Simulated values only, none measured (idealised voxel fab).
process module | voxel capacitor over wiring
cross-section cut | 205 nm wide | cells 5 nm
A cross-section is a grid of square cells, given in bands from the top down. A band is one or more rows of cells.
Each band's line starts with the height of the band's top and of its bottom, in nm. Then come its materials from left to right, each with its width in nm. One material with "throughout" fills the band from edge to edge. "air" is empty space.
Height 0 is the level under which the wafer as received is all one material. The lowest band goes on downwards, as in "0 down".
A width such as "30 to 40" changes by the same amount from each row of cells to the next, from the band's top row to its bottom row.
"no change" after a step means that no cell of the cross-section changed.
closed voids: empty space of 8 cells or more with no open way to the top, each as width x height at its distance from the left edge, in nm
after a step's settings: what the simulator itself notes on the step
overlay nm, on a step with a mask: how far to the right of its planned place the mask lay; to the left if negative
plan
1 op RECEIVE | material Si
2 op CONFORMAL_DEP | material SiO2 | thk nm 10
3 op CONFORMAL_DEP | material SiCN | thk nm 5
4 op DIRECTIONAL_DEP | material SiO2 | thk nm 25
5 op MASKED_ETCH | tone open | mask id METAL_1 | width nm 20 | pitch nm 75 | etch materials SiO2 | depth nm 25 | overlay nm 0
6 op MASKED_ETCH | tone open | mask id METAL_1 | width nm 20 | pitch nm 75 | etch materials SiCN | depth nm 5 | overlay nm 0
7 op CONFORMAL_DEP | material TiN | thk nm 5
8 op FILL_DEP | material Cu | thk nm 5
9 op CMP | height nm 40
10 op CONFORMAL_DEP | material SiCN | thk nm 5
11 op DIRECTIONAL_DEP | material lowk | thk nm 20
12 op PATTERN | tone open | mask id PLUG_1 | material resist | width nm 15 | thk nm 20 | overlay nm 0
13 op DIRECTIONAL_ETCH | etch materials lowk | depth nm 20
14 op DIRECTIONAL_ETCH | etch materials SiCN | depth nm 5
15 op STRIP | etch materials resist
16 op EPI | material Ru | thk nm 10
17 op EPI | material Ru | thk nm 10
18 op EPI | material Ru | thk nm 5
19 op DIRECTIONAL_DEP | material TiN | thk nm 10
20 op DIRECTIONAL_DEP | material SiN | thk nm 5
21 op DIRECTIONAL_DEP | material TiN | thk nm 10
22 op PATTERN | tone cover | mask id UPPER_PLATE | material resist | width nm 60 | thk nm 15 | overlay nm 0
23 op DIRECTIONAL_ETCH | etch materials TiN | depth nm 10
24 op DIRECTIONAL_ETCH | etch materials SiN | depth nm 5
25 op STRIP | etch materials resist
26 op DIRECTIONAL_DEP | material aC | thk nm 15
27 op PATTERN | tone cover | mask id LOWER_PLATE | material resist | width nm 70 | thk nm 30 | overlay nm 0
28 op DIRECTIONAL_ETCH | etch materials aC | depth nm 15
29 op STRIP | etch materials resist
30 op DIRECTIONAL_ETCH | etch materials TiN | depth nm 10
31 op STRIP | etch materials aC
32 op FILL_DEP | material SiO2 | thk nm 15
33 op CMP | height nm 100
34 op PATTERN | tone open | mask id PLUG_2 | material resist | width nm 15 | thk nm 15 | overlay nm 0
35 op DIRECTIONAL_ETCH | etch materials SiO2 | depth nm 10
36 op STRIP | etch materials resist
37 op CONFORMAL_DEP | material TiN | thk nm 5
38 op FILL_DEP | material Ru | thk nm 5
39 op CMP | height nm 100
40 op CONFORMAL_DEP | material SiCN | thk nm 5
first wafer, as planned
as received, after step 1
  0 down: Si throughout
  closed voids: none
after step 2
  10 to 0: SiO2 throughout
  below 0: unchanged
after step 3
  15 to 10: SiCN throughout
  below 10: unchanged
after step 4
  40 to 15: SiO2 throughout
  below 15: unchanged
after step 5
  40 to 15: SiO2 55 | air 20 | SiO2 55 | air 20 | SiO2 55
  below 15: unchanged
after step 6
  40 to 15: SiO2 55 | air 20 | SiO2 55 | air 20 | SiO2 55
  15 to 10: SiCN 55 | air 20 | SiCN 55 | air 20 | SiCN 55
  below 10: unchanged
after step 7
  45 to 40: TiN 60 | air 10 | TiN 65 | air 10 | TiN 60
  40 to 15: SiO2 55 | TiN 5 | air 10 | TiN 5 | SiO2 55 | TiN 5 | air 10 | TiN 5 | SiO2 55
  15 to 10: SiCN 55 | TiN 20 | SiCN 55 | TiN 20 | SiCN 55
  below 10: unchanged
after step 8
  50 to 45: Cu throughout
  45 to 40: TiN 60 | Cu 10 | TiN 65 | Cu 10 | TiN 60
  40 to 15: SiO2 55 | TiN 5 | Cu 10 | TiN 5 | SiO2 55 | TiN 5 | Cu 10 | TiN 5 | SiO2 55
  below 15: unchanged
after step 9
  40 to 15: SiO2 55 | TiN 5 | Cu 10 | TiN 5 | SiO2 55 | TiN 5 | Cu 10 | TiN 5 | SiO2 55
  below 15: unchanged
after step 10
  45 to 40: SiCN throughout
  below 40: unchanged
after step 11
  65 to 45: lowk throughout
  below 45: unchanged
after step 12
  85 to 65: resist 60 | air 15 | resist 130
  below 65: unchanged
after step 13
  85 to 65: resist 60 | air 15 | resist 130
  65 to 45: lowk 60 | air 15 | lowk 130
  below 45: unchanged
after step 14
  85 to 65: resist 60 | air 15 | resist 130
  65 to 45: lowk 60 | air 15 | lowk 130
  45 to 40: SiCN 60 | air 15 | SiCN 130
  below 40: unchanged
after step 15
  65 to 45: lowk 60 | air 15 | lowk 130
  below 45: unchanged
after step 16
  65 to 50: lowk 60 | air 15 | lowk 130
  50 to 45: lowk 60 | Ru 15 | lowk 130
  45 to 40: SiCN 60 | Ru 15 | SiCN 130
  below 40: unchanged
after step 17
  65 to 60: lowk 60 | air 15 | lowk 130
  60 to 45: lowk 60 | Ru 15 | lowk 130
  below 45: unchanged
after step 18
  65 to 45: lowk 60 | Ru 15 | lowk 130
  below 45: unchanged
after step 19
  75 to 65: TiN throughout
  below 65: unchanged
after step 20
  80 to 75: SiN throughout
  below 75: unchanged
after step 21
  90 to 80: TiN throughout
  below 80: unchanged
after step 22
  105 to 90: air 60 | resist 60 | air 85
  below 90: unchanged
after step 23
  105 to 90: air 60 | resist 60 | air 85
  90 to 80: air 60 | TiN 60 | air 85
  below 80: unchanged
after step 24
  105 to 90: air 60 | resist 60 | air 85
  90 to 80: air 60 | TiN 60 | air 85
  80 to 75: air 60 | SiN 60 | air 85
  below 75: unchanged
after step 25
  90 to 80: air 60 | TiN 60 | air 85
  below 80: unchanged
after step 26
  105 to 90: air 60 | aC 60 | air 85
  90 to 80: aC 60 | TiN 60 | aC 85
  80 to 75: aC 60 | SiN 60 | aC 85
  below 75: unchanged
after step 27
  135 to 105: air 55 | resist 70 | air 80
  105 to 90: air 55 | resist 5 | aC 60 | resist 5 | air 80
  below 90: unchanged
after step 28
  120 to 105: air 55 | resist 70 | air 80
  105 to 90: air 55 | resist 5 | aC 60 | resist 5 | air 80
  90 to 80: air 55 | aC 5 | TiN 60 | aC 5 | air 80
  80 to 75: air 55 | aC 5 | SiN 60 | aC 5 | air 80
  below 75: unchanged
after step 29
  105 to 90: air 60 | aC 60 | air 85
  below 90: unchanged
after step 30
  105 to 90: air 60 | aC 60 | air 85
  90 to 80: air 55 | aC 5 | TiN 60 | aC 5 | air 80
  80 to 75: air 55 | aC 5 | SiN 60 | aC 5 | air 80
  75 to 65: air 55 | TiN 70 | air 80
  below 65: unchanged
after step 31
  90 to 80: air 60 | TiN 60 | air 85
  80 to 75: air 60 | SiN 60 | air 85
  below 75: unchanged
after step 32
  105 to 90: SiO2 throughout
  90 to 80: SiO2 60 | TiN 60 | SiO2 85
  80 to 75: SiO2 60 | SiN 60 | SiO2 85
  75 to 65: SiO2 55 | TiN 70 | SiO2 80
  below 65: unchanged
after step 33
  100 to 90: SiO2 throughout
  below 90: unchanged
after step 34
  115 to 100: resist 70 | air 15 | resist 120
  below 100: unchanged
after step 35
  115 to 100: resist 70 | air 15 | resist 120
  100 to 90: SiO2 70 | air 15 | SiO2 120
  below 90: unchanged
after step 36
  100 to 90: SiO2 70 | air 15 | SiO2 120
  below 90: unchanged
after step 37
  105 to 100: TiN 75 | air 5 | TiN 125
  100 to 95: SiO2 70 | TiN 5 | air 5 | TiN 5 | SiO2 120
  95 to 90: SiO2 70 | TiN 15 | SiO2 120
  below 90: unchanged
after step 38
  110 to 105: Ru throughout
  105 to 100: TiN 75 | Ru 5 | TiN 125
  100 to 95: SiO2 70 | TiN 5 | Ru 5 | TiN 5 | SiO2 120
  below 95: unchanged
after step 39
  100 to 95: SiO2 70 | TiN 5 | Ru 5 | TiN 5 | SiO2 120
  below 95: unchanged
after step 40
  105 to 100: SiCN throughout
  below 100: unchanged
second wafer: like start, like plan, one mistake. Through step 19 it matches the first wafer
when step 20 should have ended: no change
when step 21 should have ended
  85 to 65: TiN throughout
  below 65: unchanged
when step 22 should have ended
  100 to 85: air 60 | resist 60 | air 85
  below 85: unchanged
when step 23 should have ended
  100 to 85: air 60 | resist 60 | air 85
  85 to 75: air 60 | TiN 60 | air 85
  below 75: unchanged
when step 24 should have ended: no change
when step 25 should have ended
  85 to 75: air 60 | TiN 60 | air 85
  below 75: unchanged
when step 26 should have ended
  100 to 90: air 60 | aC 60 | air 85
  90 to 85: aC throughout
  85 to 75: aC 60 | TiN 60 | aC 85
  below 75: unchanged
when step 27 should have ended
  130 to 100: air 55 | resist 70 | air 80
  100 to 90: air 55 | resist 5 | aC 60 | resist 5 | air 80
  below 90: unchanged
when step 28 should have ended
  115 to 100: air 55 | resist 70 | air 80
  100 to 90: air 55 | resist 5 | aC 60 | resist 5 | air 80
  90 to 85: air 55 | aC 70 | air 80
  85 to 75: air 55 | aC 5 | TiN 60 | aC 5 | air 80
  below 75: unchanged
when step 29 should have ended
  100 to 90: air 60 | aC 60 | air 85
  below 90: unchanged
when step 30 should have ended
  100 to 90: air 60 | aC 60 | air 85
  90 to 85: air 55 | aC 70 | air 80
  85 to 75: air 55 | aC 5 | TiN 60 | aC 5 | air 80
  75 to 65: air 55 | TiN 70 | air 80
  below 65: unchanged
when step 31 should have ended
  85 to 75: air 60 | TiN 60 | air 85
  below 75: unchanged
when step 32 should have ended
  100 to 85: SiO2 throughout
  85 to 75: SiO2 60 | TiN 60 | SiO2 85
  75 to 65: SiO2 55 | TiN 70 | SiO2 80
  below 65: unchanged
when step 33 should have ended: no change
when step 34 should have ended
  115 to 100: resist 70 | air 15 | resist 120
  below 100: unchanged
when step 35 should have ended
  115 to 100: resist 70 | air 15 | resist 120
  100 to 90: SiO2 70 | air 15 | SiO2 120
  below 90: unchanged
when step 36 should have ended
  100 to 90: SiO2 70 | air 15 | SiO2 120
  below 90: unchanged
when step 37 should have ended
  105 to 100: TiN 75 | air 5 | TiN 125
  100 to 95: SiO2 70 | TiN 5 | air 5 | TiN 5 | SiO2 120
  95 to 90: SiO2 70 | TiN 15 | SiO2 120
  below 90: unchanged
when step 38 should have ended
  110 to 105: Ru throughout
  105 to 100: TiN 75 | Ru 5 | TiN 125
  100 to 95: SiO2 70 | TiN 5 | Ru 5 | TiN 5 | SiO2 120
  below 95: unchanged
when step 39 should have ended
  100 to 95: SiO2 70 | TiN 5 | Ru 5 | TiN 5 | SiO2 120
  below 95: unchanged
when step 40 should have ended
  105 to 100: SiCN throughout
  below 100: unchanged
what went wrong: step 20 was left out
at the end the second wafer has, in cells: 12 fewer of SiN | 12 more of SiO2
